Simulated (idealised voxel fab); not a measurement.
The name of this process module is voxel transistor to metal.
285 nm wide, 5 nm square cells: that's cross-section cut.
Think of the cross-section as a grid of square cells. We describe it in bands, top to bottom, and each band covers one or more rows of those cells. Heads up on the band format: heights come first, top then bottom, in nm. After that it's the materials left to right, each with its width in nm. A single material flagged "all across" fills the whole band edge to edge, and "air" means there's empty space there. Ref level 0: as-received wafer is one material below here. Bottom band extends down with no lower bound ("top 0, no bottom"). You'd read "30->40" like this: the band's top row of cells is as wide as the first number, its bottom row is as wide as the second, and going down, every row changes width by the same amount as the row before did. "nothing altered" after a step means that no cell of the cross-section changed. "Trapped void list" - sealed voids, min. 8 cells, no opening to top; format: width x height at distance (distance from left edge; nm throughout). Where a step's line continues beyond its settings, the continuation is a remark by the simulator itself on that step. When a step includes a mask, the "overlay nm" setting on its line states how far to the right of its planned place that mask lay, and negative values state how far to the left.

[The following list gives the planned process steps]
1,RECEIVE: material Si
2,CONFORMAL_DEP: material SiO2, thk nm 5
3,CONFORMAL_DEP: material SiN, thk nm 10
4,PATTERN: tone cover, mask id ACTIVE, material resist, width nm 115, pitch nm 140, thk nm 15, overlay nm 0
5,DIRECTIONAL_ETCH: etch materials SiN, depth nm 10
6,DIRECTIONAL_ETCH: etch materials SiO2, depth nm 5
7,DIRECTIONAL_ETCH: etch materials Si, depth nm 25
8,STRIP: etch materials resist
9,OXIDIZE: depth nm 5
10,FILL_DEP: material SiO2, thk nm 5
11,CMP: height nm 15
12,SELECTIVE_ETCH: etch materials SiO2, depth nm 5
13,STRIP: etch materials SiN
14,SELECTIVE_ETCH: etch materials SiO2, depth nm 5
15,OXIDIZE: depth nm 5
16,DIRECTIONAL_DEP: material polySi, thk nm 25
17,DIRECTIONAL_DEP: material SiCN, thk nm 10
18,PATTERN: tone cover, mask id GATE, material resist, width nm 25, pitch nm 140, thk nm 20, overlay nm 0
19,DIRECTIONAL_ETCH: etch materials SiCN, depth nm 20
20,DIRECTIONAL_ETCH: etch materials polySi, depth nm 35
21,STRIP: etch materials resist
22,CONFORMAL_DEP: material SiO2, thk nm 5
23,DIRECTIONAL_ETCH: etch materials SiO2, depth nm 5
24,CONFORMAL_DEP: material SiN, thk nm 10
25,DIRECTIONAL_ETCH: etch materials SiN, depth nm 10
26,DIRECTIONAL_ETCH: etch materials SiO2, depth nm 5
27,DIRECTIONAL_ETCH: etch materials Si, depth nm 5
28,EPI: material nSi, thk nm 5
29,FILL_DEP: material SiO2, thk nm 5
30,CMP: height nm 35
31,DIRECTIONAL_DEP: material SiO2, thk nm 10
32,DIRECTIONAL_DEP: material aC, thk nm 10
33,PATTERN: tone open, mask id CONTACT, material resist, width nm 35, pitch nm 70, thk nm 30, overlay nm -5
34,DIRECTIONAL_ETCH: etch materials aC, depth nm 10
35,STRIP: etch materials resist
36,DIRECTIONAL_ETCH: etch materials SiO2, depth nm 50
37,STRIP: etch materials aC
38,CONFORMAL_DEP: material TiN, thk nm 5
39,FILL_DEP: material W, thk nm 5
40,CMP: height nm 45
41,DIRECTIONAL_DEP: material TiN, thk nm 5
42,DIRECTIONAL_DEP: material W, thk nm 25
43,PATTERN: tone cover, mask id METAL_1, material resist, width nm 20, thk nm 15, overlay nm 0
44,DIRECTIONAL_ETCH: etch materials W, depth nm 25
45,DIRECTIONAL_ETCH: etch materials TiN, depth nm 5
46,STRIP: etch materials resist
47,CONFORMAL_DEP: material SiN, thk nm 5
48,FILL_DEP: material SiO2, thk nm 10
49,CMP: height nm 75
50,CONFORMAL_DEP: material SiCN, thk nm 5
The plan's step 33 overlay nm is the first wafer's value; the wafers differ in this setting and start identical.

[As received, i.e. after step 1: cross-section through the first of several wafers]
- top 0, no bottom: Si all across
- Trapped void list: none

[Module end state after final step 50: cross-section of the first of several wafers]
- top 80, bottom 75: SiCN all across
- top 75, bottom 50: SiO2 15  SiN 5  W 20  SiN 5  SiO2 55  SiN 5  W 20  SiN 5  SiO2 25  SiN 5  W 20  SiN 5  SiO2 55  SiN 5  W 20  SiN 5  SiO2 15
- top 50, bottom 45: SiN 20  TiN 20  SiN 65  TiN 20  SiN 35  TiN 20  SiN 65  TiN 20  SiN 20
- top 45, bottom 35: SiO2 15  TiN 5  W 25->20  TiN 5->10  SiO2 35  TiN 5->20  W 25->10  TiN 5  SiO2 35  TiN 5  W 25->20  TiN 5->10  SiO2 35  TiN 5->20  W 25->10  TiN 5  SiO2 25
- top 35, bottom 25: SiO2 15  TiN 5  W 20  TiN 5  SiN 10  SiO2 5  SiCN 25  TiN 5  SiN 10  TiN 5  W 10  TiN 5  SiO2 35  TiN 5  W 20  TiN 5  SiN 10  SiO2 5  SiCN 25  TiN 5  SiN 10  TiN 5  W 10  TiN 5  SiO2 25
- top 25, bottom 10: SiO2 15  TiN 5  W 20  TiN 5  SiN 10  SiO2 5  polySi 25  TiN 5  SiN 10  TiN 5  W 10  TiN 5  SiO2 35  TiN 5  W 20  TiN 5  SiN 10  SiO2 5  polySi 25  TiN 5  SiN 10  TiN 5  W 10  TiN 5  SiO2 25
- top 10, bottom 5: SiO2 15  TiN 15  W 10  TiN 5  SiN 10  SiO2 5  polySi 25  TiN 5  SiN 10  TiN 5  W 10  TiN 5  SiO2 35  TiN 15  W 10  TiN 5  SiN 10  SiO2 5  polySi 25  TiN 5  SiN 10  TiN 5  W 10  TiN 5  SiO2 25
- top 5, bottom 0: SiO2 15  SiN 10  TiN 20  SiN 10  SiO2 5  polySi 25  TiN 5  SiN 10  TiN 20  SiN 10  SiO2 25  SiN 10  TiN 20  SiN 10  SiO2 5  polySi 25  TiN 5  SiN 10  TiN 20  SiN 10  SiO2 15
- top 0, bottom -5: SiO2 25  nSi 5  TiN 10  nSi 5  SiO2 40  TiN 5  SiO2 10  nSi 5  TiN 10  nSi 5  SiO2 45  nSi 5  TiN 10  nSi 5  SiO2 40  TiN 5  SiO2 10  nSi 5  TiN 10  nSi 5  SiO2 25
- top -5, bottom -10: SiO2 20  Si 5  nSi 20  Si 55  nSi 20  Si 5  SiO2 35  Si 5  nSi 20  Si 55  nSi 20  Si 5  SiO2 20
- top -10, bottom -30: SiO2 20  Si 105  SiO2 35  Si 105  SiO2 20
- top -30, no bottom: Si all across
- Trapped void list: none

[Last wafer of the set, cross-sectioned at end of module]
- top 80, bottom 75: SiCN all across
- top 75, bottom 50: SiO2 15  SiN 5  W 20  SiN 5  SiO2 55  SiN 5  W 20  SiN 5  SiO2 25  SiN 5  W 20  SiN 5  SiO2 55  SiN 5  W 20  SiN 5  SiO2 15
- top 50, bottom 45: SiN 20  TiN 20  SiN 65  TiN 20  SiN 35  TiN 20  SiN 65  TiN 20  SiN 20
- top 45, bottom 35: SiO2 25  TiN 5  W 25->10  TiN 5->20  SiO2 35  TiN 5->10  W 25->20  TiN 5  SiO2 35  TiN 5  W 25->10  TiN 5->20  SiO2 35  TiN 5->10  W 25->20  TiN 5  SiO2 15
- top 35, bottom 25: SiO2 25  TiN 5  W 10  TiN 5  SiN 10  TiN 5  SiCN 25  SiO2 5  SiN 10  TiN 5  W 20  TiN 5  SiO2 35  TiN 5  W 10  TiN 5  SiN 10  TiN 5  SiCN 25  SiO2 5  SiN 10  TiN 5  W 20  TiN 5  SiO2 15
- top 25, bottom 10: SiO2 25  TiN 5  W 10  TiN 5  SiN 10  TiN 5  polySi 25  SiO2 5  SiN 10  TiN 5  W 20  TiN 5  SiO2 35  TiN 5  W 10  TiN 5  SiN 10  TiN 5  polySi 25  SiO2 5  SiN 10  TiN 5  W 20  TiN 5  SiO2 15
- top 10, bottom 5: SiO2 25  TiN 5  W 10  TiN 5  SiN 10  TiN 5  polySi 25  SiO2 5  SiN 10  TiN 5  W 10  TiN 15  SiO2 35  TiN 5  W 10  TiN 5  SiN 10  TiN 5  polySi 25  SiO2 5  SiN 10  TiN 5  W 10  TiN 15  SiO2 15
- top 5, bottom 0: SiO2 15  SiN 10  TiN 20  SiN 10  TiN 5  polySi 25  SiO2 5  SiN 10  TiN 20  SiN 10  SiO2 25  SiN 10  TiN 20  SiN 10  TiN 5  polySi 25  SiO2 5  SiN 10  TiN 20  SiN 10  SiO2 15
- top 0, bottom -5: SiO2 25  nSi 5  TiN 10  nSi 5  SiO2 10  TiN 5  SiO2 40  nSi 5  TiN 10  nSi 5  SiO2 45  nSi 5  TiN 10  nSi 5  SiO2 10  TiN 5  SiO2 40  nSi 5  TiN 10  nSi 5  SiO2 25
- top -5, bottom -10: SiO2 20  Si 5  nSi 20  Si 55  nSi 20  Si 5  SiO2 35  Si 5  nSi 20  Si 55  nSi 20  Si 5  SiO2 20
- top -10, bottom -30: SiO2 20  Si 105  SiO2 35  Si 105  SiO2 20
- top -30, no bottom: Si all across
- Trapped void list: none

[each wafer at the end: cells of each material gained (+) or lost (-) since it was received, then its closed voids]
overlay nm -5 | -148 Si | +77 SiCN | +145 SiN | +452 SiO2 | +132 TiN | +180 W | +24 nSi | +50 polySi | Trapped void list: none
overlay nm 0 | -148 Si | +77 SiCN | +145 SiN | +468 SiO2 | +116 TiN | +180 W | +24 nSi | +50 polySi | Trapped void list: none
overlay nm 5 | -148 Si | +77 SiCN | +145 SiN | +452 SiO2 | +132 TiN | +180 W | +24 nSi | +50 polySi | Trapped void list: none
